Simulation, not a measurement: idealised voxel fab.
process module | voxel self aligned contacts
cross-section cut | 300 nm wide | cells 5 nm
A cross-section is a grid of square cells, given in bands from the top down. A band is one or more rows of cells.
Each band's line starts with the height of the band's top and of its bottom, in nm. Then come its materials from left to right, each with its width in nm. One material with "throughout" fills the band from edge to edge. "air" is empty space.
Height 0 is the level under which the wafer as received is all one material. The lowest band goes on downwards, as in "0 down".
A width such as "30 to 40" changes by the same amount from each row of cells to the next, from the band's top row to its bottom row.
"no change" after a step means that no cell of the cross-section changed.
closed voids: empty space of 8 cells or more with no open way to the top, each as width x height at its distance from the left edge, in nm
after a step's settings: what the simulator itself notes on the step
overlay nm, on a step with a mask: how far to the right of its planned place the mask lay; to the left if negative
plan
1 op RECEIVE | material Si
2 op CONFORMAL_DEP | material SiO2 | thk nm 5
3 op DIRECTIONAL_DEP | material polySi | thk nm 20
4 op DIRECTIONAL_DEP | material SiN | thk nm 25
5 op MASKED_ETCH | tone cover | mask id GATE | width nm 30 | pitch nm 75 | etch materials SiN | depth nm 25 | overlay nm 0
6 op MASKED_ETCH | tone cover | mask id GATE | width nm 30 | pitch nm 75 | etch materials polySi | depth nm 20 | overlay nm 0
7 op CONFORMAL_DEP | material SiN | thk nm 10
8 op DIRECTIONAL_ETCH | etch materials SiN | depth nm 10
9 op FILL_DEP | material SiO2 | thk nm 15
10 op CMP | height nm 60
11 op DIRECTIONAL_DEP | material aC | thk nm 15
12 op PATTERN | tone open | mask id CONTACT | material resist | width nm 55 | thk nm 30 | overlay nm 0
13 op DIRECTIONAL_ETCH | etch materials aC | depth nm 15
14 op STRIP | etch materials resist
15 op DIRECTIONAL_ETCH | etch materials SiO2 | depth nm 60
16 op STRIP | etch materials aC
17 op CONFORMAL_DEP | material TiN | thk nm 5
18 op FILL_DEP | material W | thk nm 10
19 op CMP | height nm 60
20 op CONFORMAL_DEP | material SiN | thk nm 5
first wafer, as planned
as received, after step 1
  0 down: Si throughout
  closed voids: none
after step 2
  5 to 0: SiO2 throughout
  below 0: unchanged
after step 3
  25 to 5: polySi throughout
  below 5: unchanged
after step 4
  50 to 25: SiN throughout
  below 25: unchanged
after step 5
  50 to 25: air 95 | SiN 30 | air 45 | SiN 30 | air 100
  below 25: unchanged
after step 6
  50 to 25: air 95 | SiN 30 | air 45 | SiN 30 | air 100
  25 to 5: air 95 | polySi 30 | air 45 | polySi 30 | air 100
  below 5: unchanged
after step 7
  60 to 25: air 85 | SiN 50 | air 25 | SiN 50 | air 90
  25 to 15: air 85 | SiN 10 | polySi 30 | SiN 10 | air 25 | SiN 10 | polySi 30 | SiN 10 | air 90
  15 to 5: SiN 95 | polySi 30 | SiN 45 | polySi 30 | SiN 100
  below 5: unchanged
after step 8
  50 to 25: air 85 | SiN 50 | air 25 | SiN 50 | air 90
  25 to 5: air 85 | SiN 10 | polySi 30 | SiN 10 | air 25 | SiN 10 | polySi 30 | SiN 10 | air 90
  below 5: unchanged
after step 9
  65 to 50: SiO2 throughout
  50 to 25: SiO2 85 | SiN 50 | SiO2 25 | SiN 50 | SiO2 90
  25 to 5: SiO2 85 | SiN 10 | polySi 30 | SiN 10 | SiO2 25 | SiN 10 | polySi 30 | SiN 10 | SiO2 90
  below 5: unchanged
after step 10
  60 to 50: SiO2 throughout
  below 50: unchanged
after step 11
  75 to 60: aC throughout
  below 60: unchanged
after step 12
  105 to 75: resist 120 | air 55 | resist 125
  below 75: unchanged
after step 13
  90 to 75: resist 120 | air 55 | resist 125
  75 to 60: aC 120 | air 55 | aC 125
  below 60: unchanged
after step 14
  75 to 60: aC 120 | air 55 | aC 125
  below 60: unchanged
after step 15
  75 to 60: aC 120 | air 55 | aC 125
  60 to 50: SiO2 120 | air 55 | SiO2 125
  50 to 25: SiO2 85 | SiN 50 | air 25 | SiN 50 | SiO2 90
  25 to 5: SiO2 85 | SiN 10 | polySi 30 | SiN 10 | air 25 | SiN 10 | polySi 30 | SiN 10 | SiO2 90
  5 to 0: SiO2 135 | air 25 | SiO2 140
  below 0: unchanged
after step 16
  60 to 50: SiO2 120 | air 55 | SiO2 125
  below 50: unchanged
after step 17
  65 to 60: TiN 125 | air 45 | TiN 130
  60 to 50: SiO2 120 | TiN 5 to 20 | air 45 to 15 | TiN 5 to 20 | SiO2 125
  50 to 25: SiO2 85 | SiN 50 | TiN 5 | air 15 | TiN 5 | SiN 50 | SiO2 90
  25 to 5: SiO2 85 | SiN 10 | polySi 30 | SiN 10 | TiN 5 | air 15 | TiN 5 | SiN 10 | polySi 30 | SiN 10 | SiO2 90
  5 to 0: SiO2 135 | TiN 25 | SiO2 140
  below 0: unchanged
after step 18
  75 to 65: W throughout
  65 to 60: TiN 125 | W 45 | TiN 130
  60 to 50: SiO2 120 | TiN 5 to 20 | W 45 to 15 | TiN 5 to 20 | SiO2 125
  50 to 25: SiO2 85 | SiN 50 | TiN 5 | W 15 | TiN 5 | SiN 50 | SiO2 90
  25 to 5: SiO2 85 | SiN 10 | polySi 30 | SiN 10 | TiN 5 | W 15 | TiN 5 | SiN 10 | polySi 30 | SiN 10 | SiO2 90
  below 5: unchanged
after step 19
  60 to 50: SiO2 120 | TiN 5 to 20 | W 45 to 15 | TiN 5 to 20 | SiO2 125
  below 50: unchanged
after step 20
  65 to 60: SiN throughout
  below 60: unchanged
second wafer: like start, like plan, one mistake. Through step 3 it matches the first wafer
when step 4 should have ended
  75 to 25: SiN throughout
  below 25: unchanged
when step 5 should have ended
  75 to 50: air 95 | SiN 30 | air 45 | SiN 30 | air 100
  below 50: unchanged
when step 6 should have ended: no change
when step 7 should have ended
  85 to 60: air 85 | SiN 50 | air 25 | SiN 50 | air 90
  60 to 25: SiN throughout
  below 25: unchanged
when step 8 should have ended
  75 to 50: air 85 | SiN 50 | air 25 | SiN 50 | air 90
  below 50: unchanged
when step 9 should have ended
  90 to 75: SiO2 throughout
  75 to 50: SiO2 85 | SiN 50 | SiO2 25 | SiN 50 | SiO2 90
  below 50: unchanged
when step 10 should have ended
  60 to 50: SiO2 85 | SiN 50 | SiO2 25 | SiN 50 | SiO2 90
  below 50: unchanged
when step 11 should have ended
  75 to 60: aC throughout
  below 60: unchanged
when step 12 should have ended
  105 to 75: resist 120 | air 55 | resist 125
  below 75: unchanged
when step 13 should have ended
  90 to 75: resist 120 | air 55 | resist 125
  75 to 60: aC 120 | air 55 | aC 125
  below 60: unchanged
when step 14 should have ended
  75 to 60: aC 120 | air 55 | aC 125
  below 60: unchanged
when step 15 should have ended
  75 to 60: aC 120 | air 55 | aC 125
  60 to 50: SiO2 85 | SiN 50 | air 25 | SiN 50 | SiO2 90
  below 50: unchanged
when step 16 should have ended
  60 to 50: SiO2 85 | SiN 50 | air 25 | SiN 50 | SiO2 90
  below 50: unchanged
when step 17 should have ended
  65 to 60: TiN 140 | air 15 | TiN 145
  60 to 55: SiO2 85 | SiN 50 | TiN 5 | air 15 | TiN 5 | SiN 50 | SiO2 90
  55 to 50: SiO2 85 | SiN 50 | TiN 25 | SiN 50 | SiO2 90
  below 50: unchanged
when step 18 should have ended
  75 to 65: W throughout
  65 to 60: TiN 140 | W 15 | TiN 145
  60 to 55: SiO2 85 | SiN 50 | TiN 5 | W 15 | TiN 5 | SiN 50 | SiO2 90
  below 55: unchanged
when step 19 should have ended
  60 to 55: SiO2 85 | SiN 50 | TiN 5 | W 15 | TiN 5 | SiN 50 | SiO2 90
  below 55: unchanged
when step 20 should have ended
  65 to 60: SiN throughout
  below 60: unchanged
what went wrong: step 4 was run twice
at the end the second wafer has, in cells: 208 more of SiN | 338 fewer of SiO2 | 26 fewer of TiN | 36 fewer of W | 192 more of polySi
